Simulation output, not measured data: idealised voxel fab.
process module | voxel quadruple lines
cross-section cut | 275 nm wide | cells 5 nm
A cross-section is a grid of square cells, given in bands from the top down. A band is one or more rows of cells.
Each band's line starts with the height of the band's top and of its bottom, in nm. Then come its materials from left to right, each with its width in nm. One material with "throughout" fills the band from edge to edge. "air" is empty space.
Height 0 is the level under which the wafer as received is all one material. The lowest band goes on downwards, as in "0 down".
A width such as "30 to 40" changes by the same amount from each row of cells to the next, from the band's top row to its bottom row.
"no change" after a step means that no cell of the cross-section changed.
closed voids: empty space of 8 cells or more with no open way to the top, each as width x height at its distance from the left edge, in nm
after a step's settings: what the simulator itself notes on the step
overlay nm, on a step with a mask: how far to the right of its planned place the mask lay; to the left if negative
plan
1 op RECEIVE | material Si
2 op CONFORMAL_DEP | material SiO2 | thk nm 5
3 op DIRECTIONAL_DEP | material Ru | thk nm 15
4 op DIRECTIONAL_DEP | material polySi | thk nm 20
5 op DIRECTIONAL_DEP | material aC | thk nm 20
6 op PATTERN | tone cover | mask id MANDREL | material resist | width nm 30 | thk nm 30 | overlay nm 0
7 op DIRECTIONAL_ETCH | etch materials aC | depth nm 20
8 op STRIP | etch materials resist
9 op CONFORMAL_DEP | material SiO2 | thk nm 10
10 op DIRECTIONAL_ETCH | etch materials SiO2 | depth nm 10
11 op STRIP | etch materials aC
12 op DIRECTIONAL_ETCH | etch materials polySi | depth nm 20
13 op STRIP | etch materials SiO2
14 op CONFORMAL_DEP | material SiN | thk nm 10
15 op DIRECTIONAL_ETCH | etch materials SiN | depth nm 10
16 op STRIP | etch materials polySi
17 op DIRECTIONAL_ETCH | etch materials Ru | depth nm 15
18 op STRIP | etch materials SiN
as received, after step 1
  0 down: Si throughout
  closed voids: none
a wafer at the end: this start, this plan, one mistake
  35 to 20: air 100 | Ru 10 | air 10 | Ru 10 | air 10 | Ru 10 | air 10 | Ru 10 | air 105
  20 to 5: Ru throughout
  5 to 0: SiO2 throughout
  0 down: Si throughout
  closed voids: none
what went wrong: step 3 was run twice
